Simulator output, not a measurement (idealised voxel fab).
Process module, titled voxel spacer lines
In the cross-section labelled cut, the width is 235 nm and each square cell is 5 nm.
Throughout this document, each cross-section is represented as a grid of square cells and is presented as a sequence of bands enumerated from the top downward, where a band comprises one or more rows of cells. The band entry comprises the height of the band's top followed by the height of its bottom, expressed in nm, and subsequently the band's materials from left to right, each stated together with its width in nm. Where a single material is marked with the word "all across", that material fills the band from edge to edge. The word "blank" represents empty space. Counting heights begins at 0, where everything beneath is, in the wafer as received, one material. The lowest band has no bottom; it goes on downwards, as "0 down" shows. Graded width ("30 to 40"): value in top row of band = first number; value in bottom row = second number; row-to-row change constant. The designation "no modification", where it is given for a processing step, indicates that no cell of the cross-section was altered in the course of that step. Entry "Listed closed voids". Content: empty spaces with no open connection to the top, size 8 cells or greater. Each: width x height at distance. Distance: from left edge. Unit: nm. On a step's line, text after the settings is the simulator commenting on that step. "overlay nm" answers the question of how far to the right of plan the mask lay on a step that has a mask, and when it is negative the answer is to the left.
The planned process steps are enumerated hereunder:
1,RECEIVE | material Si
2,CONFORMAL_DEP | material Al2O3 | thk nm 5
3,DIRECTIONAL_DEP | material polySi | thk nm 10
4,DIRECTIONAL_DEP | material aC | thk nm 30
5,PATTERN | tone cover | mask id MANDREL | material resist | width nm 15 | pitch nm 50 | thk nm 35 | overlay nm 0
6,DIRECTIONAL_ETCH | etch materials aC | depth nm 30
7,STRIP | etch materials resist
8,CONFORMAL_DEP | material SiO2 | thk nm 10
9,DIRECTIONAL_ETCH | etch materials SiO2 | depth nm 10
10,STRIP | etch materials aC
11,DIRECTIONAL_ETCH | etch materials polySi | depth nm 10
12,STRIP | etch materials SiO2
First out of two wafers; run went to plan:
Cross-section of the wafer as it came to us, i.e., already through step 1:
- 0 down | Si all across
- Listed closed voids: none
So this is the wafer cross-section right after step 2:
- 5 to 0 | Al2O3 all across
- Below a height of 0, the structure has not been altered.
So this is the wafer cross-section right after step 3:
- 15 to 5 | polySi all across
- Below a height of 5, the structure has not been altered.
So this is the wafer cross-section right after step 4:
- 45 to 15 | aC all across
- Below a height of 15, the structure has not been altered.
So this is the wafer cross-section right after step 5:
- 80 to 45 | blank: 85, then resist: 15, then blank: 35, then resist: 15, then blank: 85
- Below a height of 45, the structure has not been altered.
So this is the wafer cross-section right after step 6:
- 50 to 45 | blank: 85, then resist: 15, then blank: 35, then resist: 15, then blank: 85
- 45 to 15 | blank: 85, then aC: 15, then blank: 35, then aC: 15, then blank: 85
- Below a height of 15, the structure has not been altered.
So this is the wafer cross-section right after step 7:
- 45 to 15 | blank: 85, then aC: 15, then blank: 35, then aC: 15, then blank: 85
- Below a height of 15, the structure has not been altered.
So this is the wafer cross-section right after step 8:
- 55 to 45 | blank: 75, then SiO2: 35, then blank: 15, then SiO2: 35, then blank: 75
- 45 to 25 | blank: 75, then SiO2: 10, then aC: 15, then SiO2: 10, then blank: 15, then SiO2: 10, then aC: 15, then SiO2: 10, then blank: 75
- 25 to 15 | SiO2: 85, then aC: 15, then SiO2: 35, then aC: 15, then SiO2: 85
- Below a height of 15, the structure has not been altered.
So this is the wafer cross-section right after step 9:
- 45 to 15 | blank: 75, then SiO2: 10, then aC: 15, then SiO2: 10, then blank: 15, then SiO2: 10, then aC: 15, then SiO2: 10, then blank: 75
- Below a height of 15, the structure has not been altered.
So this is the wafer cross-section right after step 10:
- 45 to 15 | blank: 75, then SiO2: 10, then blank: 15, then SiO2: 10, then blank: 15, then SiO2: 10, then blank: 15, then SiO2: 10, then blank: 75
- Below a height of 15, the structure has not been altered.
So this is the wafer cross-section right after step 11:
- 45 to 15 | blank: 75, then SiO2: 10, then blank: 15, then SiO2: 10, then blank: 15, then SiO2: 10, then blank: 15, then SiO2: 10, then blank: 75
- 15 to 5 | blank: 75, then polySi: 10, then blank: 15, then polySi: 10, then blank: 15, then polySi: 10, then blank: 15, then polySi: 10, then blank: 75
- Below a height of 5, the structure has not been altered.
So this is the wafer cross-section right after step 12:
- 15 to 5 | blank: 75, then polySi: 10, then blank: 15, then polySi: 10, then blank: 15, then polySi: 10, then blank: 15, then polySi: 10, then blank: 75
- Below a height of 5, the structure has not been altered.
Now the other wafer: same start, same recipe, but we messed up one thing when running it. Up to and including step 2 it's the same as the first one:
Second wafer profile in section, at the moment step 3 of the plan was meant to be complete:
- 35 to 5 | aC all across
- Below a height of 5, the structure has not been altered.
Second wafer profile in section, at the moment step 4 of the plan was meant to be complete:
- 45 to 35 | polySi all across
- Below a height of 35, the structure has not been altered.
Second wafer profile in section, at the moment step 5 of the plan was meant to be complete:
- 80 to 45 | blank: 85, then resist: 15, then blank: 35, then resist: 15, then blank: 85
- Below a height of 45, the structure has not been altered.
Second wafer profile in section, at the moment step 6 of the plan was meant to be complete:
- 50 to 45 | blank: 85, then resist: 15, then blank: 35, then resist: 15, then blank: 85
- Below a height of 45, the structure has not been altered.
Second wafer profile in section, at the moment step 7 of the plan was meant to be complete:
- 45 to 35 | polySi all across
- Below a height of 35, the structure has not been altered.
Second wafer profile in section, at the moment step 8 of the plan was meant to be complete:
- 55 to 45 | SiO2 all across
- Below a height of 45, the structure has not been altered.
Second wafer profile in section, at the moment step 9 of the plan was meant to be complete:
- 45 to 35 | polySi all across
- Below a height of 35, the structure has not been altered.
Second wafer profile in section, at the moment step 10 of the plan was meant to be complete: no modification
Second wafer profile in section, at the moment step 11 of the plan was meant to be complete:
- 35 to 5 | aC all across
- Below a height of 5, the structure has not been altered.
Second wafer profile in section, at the moment step 12 of the plan was meant to be complete: no modification
Want to know what went wrong? mixed up steps 3 and 4 - ran each in the other's place
End check, counted in cells, second wafer has more or fewer of these materials than the first: aC +282 | polySi -16
